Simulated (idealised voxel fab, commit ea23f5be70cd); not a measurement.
Name of the process module below: voxel wiring stack
For reference, the cross-section in this document is cut, with width 275 nm and square cells of 5 nm.
Just so we're on the same page, the cross-sections are grids of square cells, and they're listed out in bands top to bottom, each band one or more rows deep. It is stipulated that each band's entry specify, in nanometres, the height of the top of the band and then that of its bottom, followed by the materials of the band in left-to-right sequence, each together with its width in nanometres. A single material marked by the word "full width" is understood to fill the band from edge to edge; the word "air" is understood to denote empty space. Where do heights start? At 0: under that level the wafer as delivered is made of one material only. And the lowest band has no floor; it just carries on downward, as in "z 0 and below". A two-number width, for instance "30->40", indicates that the width is equal to the first number in the top row of the band and to the second number in the bottom row, and that it changes by a constant amount per row of cells. Step note "everything unchanged" = no cross-section cell changed. Voids not open to the top, 8 cells minimum: see "Trapped cavities". Written width x height at distance; distance is from the left edge; nm. If you see something after the settings on a step's line, that's the simulator's own remark about that step. What "overlay nm" on a step's line means: if the step has a mask, that mask lay this far to the right of its planned place, or, when the value is negative, to the left.

### Planned process steps
1: RECEIVE, material Si
2: CONFORMAL_DEP, material SiO2, thk nm 10
3: DIRECTIONAL_DEP, material TiN, thk nm 5
4: DIRECTIONAL_DEP, material Ru, thk nm 20
5: DIRECTIONAL_DEP, material aC, thk nm 10
6: PATTERN, tone cover, mask id METAL_1, material resist, width nm 25, pitch nm 40, thk nm 25, overlay nm 0
7: DIRECTIONAL_ETCH, etch materials aC, depth nm 10
8: STRIP, etch materials resist
9: DIRECTIONAL_ETCH, etch materials Ru, depth nm 20
10: DIRECTIONAL_ETCH, etch materials TiN, depth nm 5
11: STRIP, etch materials aC
12: CONFORMAL_DEP, material SiN, thk nm 5
13: FILL_DEP, material lowk, thk nm 5
14: CMP, height nm 35
15: CONFORMAL_DEP, material SiCN, thk nm 5
16: DIRECTIONAL_DEP, material lowk, thk nm 20
17: PATTERN, tone open, mask id PLUG_1, material resist, width nm 15, pitch nm 80, thk nm 20, overlay nm 0
18: DIRECTIONAL_ETCH, etch materials lowk, depth nm 20
19: DIRECTIONAL_ETCH, etch materials SiCN, depth nm 5
20: STRIP, etch materials resist
21: EPI, material Ru, thk nm 10
22: EPI, material Ru, thk nm 10
23: EPI, material Ru, thk nm 5
24: DIRECTIONAL_DEP, material TiN, thk nm 5
25: DIRECTIONAL_DEP, material W, thk nm 25
26: DIRECTIONAL_DEP, material aC, thk nm 10
27: PATTERN, tone cover, mask id METAL_2, material resist, width nm 25, pitch nm 40, thk nm 30, overlay nm 0
28: DIRECTIONAL_ETCH, etch materials aC, depth nm 10
29: STRIP, etch materials resist
30: DIRECTIONAL_ETCH, etch materials W, depth nm 25
31: DIRECTIONAL_ETCH, etch materials TiN, depth nm 5
32: STRIP, etch materials aC
33: FILL_DEP, material lowk, thk nm 10
34: CMP, height nm 90
35: CONFORMAL_DEP, material SiN, thk nm 5

### On the first of the two wafers: run conducted according to plan

### Cross-section of the wafer at receipt, which is the condition after step 1
    z 0 and below = Si full width
    Trapped cavities: none

### The wafer in cross-section once step 2 is complete
    z 10 to 0 = SiO2 full width
    Nothing below the height 0 has changed.

### The wafer in cross-section once step 3 is complete
    z 15 to 10 = TiN full width
    Nothing below the height 10 has changed.

### The wafer in cross-section once step 4 is complete
    z 35 to 15 = Ru full width
    Nothing below the height 15 has changed.

### The wafer in cross-section once step 5 is complete
    z 45 to 35 = aC full width
    Nothing below the height 35 has changed.

### The wafer in cross-section once step 6 is complete
    z 70 to 45 = air 65 nm | resist 25 nm | air 15 nm | resist 25 nm | air 15 nm | resist 25 nm | air 15 nm | resist 25 nm | air 65 nm
    Nothing below the height 45 has changed.

### The wafer in cross-section once step 7 is complete
    z 60 to 45 = air 65 nm | resist 25 nm | air 15 nm | resist 25 nm | air 15 nm | resist 25 nm | air 15 nm | resist 25 nm | air 65 nm
    z 45 to 35 = air 65 nm | aC 25 nm | air 15 nm | aC 25 nm | air 15 nm | aC 25 nm | air 15 nm | aC 25 nm | air 65 nm
    Nothing below the height 35 has changed.

### The wafer in cross-section once step 8 is complete
    z 45 to 35 = air 65 nm | aC 25 nm | air 15 nm | aC 25 nm | air 15 nm | aC 25 nm | air 15 nm | aC 25 nm | air 65 nm
    Nothing below the height 35 has changed.

### The wafer in cross-section once step 9 is complete
    z 45 to 35 = air 65 nm | aC 25 nm | air 15 nm | aC 25 nm | air 15 nm | aC 25 nm | air 15 nm | aC 25 nm | air 65 nm
    z 35 to 15 = air 65 nm | Ru 25 nm | air 15 nm | Ru 25 nm | air 15 nm | Ru 25 nm | air 15 nm | Ru 25 nm | air 65 nm
    Nothing below the height 15 has changed.

### The wafer in cross-section once step 10 is complete
    z 45 to 35 = air 65 nm | aC 25 nm | air 15 nm | aC 25 nm | air 15 nm | aC 25 nm | air 15 nm | aC 25 nm | air 65 nm
    z 35 to 15 = air 65 nm | Ru 25 nm | air 15 nm | Ru 25 nm | air 15 nm | Ru 25 nm | air 15 nm | Ru 25 nm | air 65 nm
    z 15 to 10 = air 65 nm | TiN 25 nm | air 15 nm | TiN 25 nm | air 15 nm | TiN 25 nm | air 15 nm | TiN 25 nm | air 65 nm
    Nothing below the height 10 has changed.

### The wafer in cross-section once step 11 is complete
    z 35 to 15 = air 65 nm | Ru 25 nm | air 15 nm | Ru 25 nm | air 15 nm | Ru 25 nm | air 15 nm | Ru 25 nm | air 65 nm
    Nothing below the height 15 has changed.

### The wafer in cross-section once step 12 is complete
    z 40 to 35 = air 60 nm | SiN 35 nm | air 5 nm | SiN 35 nm | air 5 nm | SiN 35 nm | air 5 nm | SiN 35 nm | air 60 nm
    z 35 to 15 = air 60 nm | SiN 5 nm | Ru 25 nm | SiN 5 nm | air 5 nm | SiN 5 nm | Ru 25 nm | SiN 5 nm | air 5 nm | SiN 5 nm | Ru 25 nm | SiN 5 nm | air 5 nm | SiN 5 nm | Ru 25 nm | SiN 5 nm | air 60 nm
    z 15 to 10 = SiN 65 nm | TiN 25 nm | SiN 15 nm | TiN 25 nm | SiN 15 nm | TiN 25 nm | SiN 15 nm | TiN 25 nm | SiN 65 nm
    Nothing below the height 10 has changed.

### The wafer in cross-section once step 13 is complete
    z 45 to 40 = lowk full width
    z 40 to 35 = lowk 60 nm | SiN 35 nm | lowk 5 nm | SiN 35 nm | lowk 5 nm | SiN 35 nm | lowk 5 nm | SiN 35 nm | lowk 60 nm
    z 35 to 15 = lowk 60 nm | SiN 5 nm | Ru 25 nm | SiN 5 nm | lowk 5 nm | SiN 5 nm | Ru 25 nm | SiN 5 nm | lowk 5 nm | SiN 5 nm | Ru 25 nm | SiN 5 nm | lowk 5 nm | SiN 5 nm | Ru 25 nm | SiN 5 nm | lowk 60 nm
    Nothing below the height 15 has changed.

### The wafer in cross-section once step 14 is complete
    z 35 to 15 = lowk 60 nm | SiN 5 nm | Ru 25 nm | SiN 5 nm | lowk 5 nm | SiN 5 nm | Ru 25 nm | SiN 5 nm | lowk 5 nm | SiN 5 nm | Ru 25 nm | SiN 5 nm | lowk 5 nm | SiN 5 nm | Ru 25 nm | SiN 5 nm | lowk 60 nm
    Nothing below the height 15 has changed.

### The wafer in cross-section once step 15 is complete
    z 40 to 35 = SiCN full width
    Nothing below the height 35 has changed.

### The wafer in cross-section once step 16 is complete
    z 60 to 40 = lowk full width
    Nothing below the height 40 has changed.

### The wafer in cross-section once step 17 is complete
    z 80 to 60 = resist 65 nm | air 15 nm | resist 65 nm | air 15 nm | resist 115 nm
    Nothing below the height 60 has changed.

### The wafer in cross-section once step 18 is complete
    z 80 to 60 = resist 65 nm | air 15 nm | resist 65 nm | air 15 nm | resist 115 nm
    z 60 to 40 = lowk 65 nm | air 15 nm | lowk 65 nm | air 15 nm | lowk 115 nm
    Nothing below the height 40 has changed.

### The wafer in cross-section once step 19 is complete
    z 80 to 60 = resist 65 nm | air 15 nm | resist 65 nm | air 15 nm | resist 115 nm
    z 60 to 40 = lowk 65 nm | air 15 nm | lowk 65 nm | air 15 nm | lowk 115 nm
    z 40 to 35 = SiCN 65 nm | air 15 nm | SiCN 65 nm | air 15 nm | SiCN 115 nm
    Nothing below the height 35 has changed.

### The wafer in cross-section once step 20 is complete
    z 60 to 40 = lowk 65 nm | air 15 nm | lowk 65 nm | air 15 nm | lowk 115 nm
    Nothing below the height 40 has changed.

### The wafer in cross-section once step 21 is complete
    z 60 to 45 = lowk 65 nm | air 15 nm | lowk 65 nm | air 15 nm | lowk 115 nm
    z 45 to 40 = lowk 65 nm | Ru 15 nm | lowk 65 nm | Ru 15 nm | lowk 115 nm
    z 40 to 35 = SiCN 65 nm | Ru 15 nm | SiCN 65 nm | Ru 15 nm | SiCN 115 nm
    Nothing below the height 35 has changed.

### The wafer in cross-section once step 22 is complete
    z 60 to 55 = lowk 65 nm | air 15 nm | lowk 65 nm | air 15 nm | lowk 115 nm
    z 55 to 40 = lowk 65 nm | Ru 15 nm | lowk 65 nm | Ru 15 nm | lowk 115 nm
    Nothing below the height 40 has changed.

### The wafer in cross-section once step 23 is complete
    z 60 to 40 = lowk 65 nm | Ru 15 nm | lowk 65 nm | Ru 15 nm | lowk 115 nm
    Nothing below the height 40 has changed.

### The wafer in cross-section once step 24 is complete
    z 65 to 60 = TiN full width
    Nothing below the height 60 has changed.

### The wafer in cross-section once step 25 is complete
    z 90 to 65 = W full width
    Nothing below the height 65 has changed.

### The wafer in cross-section once step 26 is complete
    z 100 to 90 = aC full width
    Nothing below the height 90 has changed.

### The wafer in cross-section once step 27 is complete
    z 130 to 100 = air 65 nm | resist 25 nm | air 15 nm | resist 25 nm | air 15 nm | resist 25 nm | air 15 nm | resist 25 nm | air 65 nm
    Nothing below the height 100 has changed.

### The wafer in cross-section once step 28 is complete
    z 120 to 100 = air 65 nm | resist 25 nm | air 15 nm | resist 25 nm | air 15 nm | resist 25 nm | air 15 nm | resist 25 nm | air 65 nm
    z 100 to 90 = air 65 nm | aC 25 nm | air 15 nm | aC 25 nm | air 15 nm | aC 25 nm | air 15 nm | aC 25 nm | air 65 nm
    Nothing below the height 90 has changed.

### The wafer in cross-section once step 29 is complete
    z 100 to 90 = air 65 nm | aC 25 nm | air 15 nm | aC 25 nm | air 15 nm | aC 25 nm | air 15 nm | aC 25 nm | air 65 nm
    Nothing below the height 90 has changed.

### The wafer in cross-section once step 30 is complete
    z 100 to 90 = air 65 nm | aC 25 nm | air 15 nm | aC 25 nm | air 15 nm | aC 25 nm | air 15 nm | aC 25 nm | air 65 nm
    z 90 to 65 = air 65 nm | W 25 nm | air 15 nm | W 25 nm | air 15 nm | W 25 nm | air 15 nm | W 25 nm | air 65 nm
    Nothing below the height 65 has changed.

### The wafer in cross-section once step 31 is complete
    z 100 to 90 = air 65 nm | aC 25 nm | air 15 nm | aC 25 nm | air 15 nm | aC 25 nm | air 15 nm | aC 25 nm | air 65 nm
    z 90 to 65 = air 65 nm | W 25 nm | air 15 nm | W 25 nm | air 15 nm | W 25 nm | air 15 nm | W 25 nm | air 65 nm
    z 65 to 60 = air 65 nm | TiN 25 nm | air 15 nm | TiN 25 nm | air 15 nm | TiN 25 nm | air 15 nm | TiN 25 nm | air 65 nm
    Nothing below the height 60 has changed.

### The wafer in cross-section once step 32 is complete
    z 90 to 65 = air 65 nm | W 25 nm | air 15 nm | W 25 nm | air 15 nm | W 25 nm | air 15 nm | W 25 nm | air 65 nm
    Nothing below the height 65 has changed.

### The wafer in cross-section once step 33 is complete
    z 100 to 90 = lowk full width
    z 90 to 65 = lowk 65 nm | W 25 nm | lowk 15 nm | W 25 nm | lowk 15 nm | W 25 nm | lowk 15 nm | W 25 nm | lowk 65 nm
    z 65 to 60 = lowk 65 nm | TiN 25 nm | lowk 15 nm | TiN 25 nm | lowk 15 nm | TiN 25 nm | lowk 15 nm | TiN 25 nm | lowk 65 nm
    Nothing below the height 60 has changed.

### The wafer in cross-section once step 34 is complete
    z 90 to 65 = lowk 65 nm | W 25 nm | lowk 15 nm | W 25 nm | lowk 15 nm | W 25 nm | lowk 15 nm | W 25 nm | lowk 65 nm
    Nothing below the height 65 has changed.

### The wafer in cross-section once step 35 is complete
    z 95 to 90 = SiN full width
    Nothing below the height 90 has changed.

### Companion wafer, the second of two: same beginning, same intended sequence, one mistake in carrying it out; through step 26 inclusive it tracks the first exactly

### Second wafer, section view, time point: scheduled end of step 27
    z 130 to 100 = air 70 nm | resist 20 nm | air 20 nm | resist 20 nm | air 20 nm | resist 20 nm | air 20 nm | resist 20 nm | air 65 nm
    Nothing below the height 100 has changed.

### Second wafer, section view, time point: scheduled end of step 28
    z 120 to 100 = air 70 nm | resist 20 nm | air 20 nm | resist 20 nm | air 20 nm | resist 20 nm | air 20 nm | resist 20 nm | air 65 nm
    z 100 to 90 = air 70 nm | aC 20 nm | air 20 nm | aC 20 nm | air 20 nm | aC 20 nm | air 20 nm | aC 20 nm | air 65 nm
    Nothing below the height 90 has changed.

### Second wafer, section view, time point: scheduled end of step 29
    z 100 to 90 = air 70 nm | aC 20 nm | air 20 nm | aC 20 nm | air 20 nm | aC 20 nm | air 20 nm | aC 20 nm | air 65 nm
    Nothing below the height 90 has changed.

### Second wafer, section view, time point: scheduled end of step 30
    z 100 to 90 = air 70 nm | aC 20 nm | air 20 nm | aC 20 nm | air 20 nm | aC 20 nm | air 20 nm | aC 20 nm | air 65 nm
    z 90 to 65 = air 70 nm | W 20 nm | air 20 nm | W 20 nm | air 20 nm | W 20 nm | air 20 nm | W 20 nm | air 65 nm
    Nothing below the height 65 has changed.

### Second wafer, section view, time point: scheduled end of step 31
    z 100 to 90 = air 70 nm | aC 20 nm | air 20 nm | aC 20 nm | air 20 nm | aC 20 nm | air 20 nm | aC 20 nm | air 65 nm
    z 90 to 65 = air 70 nm | W 20 nm | air 20 nm | W 20 nm | air 20 nm | W 20 nm | air 20 nm | W 20 nm | air 65 nm
    z 65 to 60 = air 70 nm | TiN 20 nm | air 20 nm | TiN 20 nm | air 20 nm | TiN 20 nm | air 20 nm | TiN 20 nm | air 65 nm
    Nothing below the height 60 has changed.

### Second wafer, section view, time point: scheduled end of step 32
    z 90 to 65 = air 70 nm | W 20 nm | air 20 nm | W 20 nm | air 20 nm | W 20 nm | air 20 nm | W 20 nm | air 65 nm
    Nothing below the height 65 has changed.

### Second wafer, section view, time point: scheduled end of step 33
    z 100 to 90 = lowk full width
    z 90 to 65 = lowk 70 nm | W 20 nm | lowk 20 nm | W 20 nm | lowk 20 nm | W 20 nm | lowk 20 nm | W 20 nm | lowk 65 nm
    z 65 to 60 = lowk 70 nm | TiN 20 nm | lowk 20 nm | TiN 20 nm | lowk 20 nm | TiN 20 nm | lowk 20 nm | TiN 20 nm | lowk 65 nm
    Nothing below the height 60 has changed.

### Second wafer, section view, time point: scheduled end of step 34
    z 90 to 65 = lowk 70 nm | W 20 nm | lowk 20 nm | W 20 nm | lowk 20 nm | W 20 nm | lowk 20 nm | W 20 nm | lowk 65 nm
    Nothing below the height 65 has changed.

### Second wafer, section view, time point: scheduled end of step 35
    z 95 to 90 = SiN full width
    Nothing below the height 90 has changed.
What broke from the plan during processing? step 27: run off-plan, actual operation and settings PATTERN, tone cover, mask id METAL_2, material resist, width nm 20, pitch nm 40, thk nm 30, overlay nm 0
Count the cells at the end and the second wafer has more or fewer of some materials than the first: TiN: 4 fewer | W: 20 fewer | lowk: 24 more
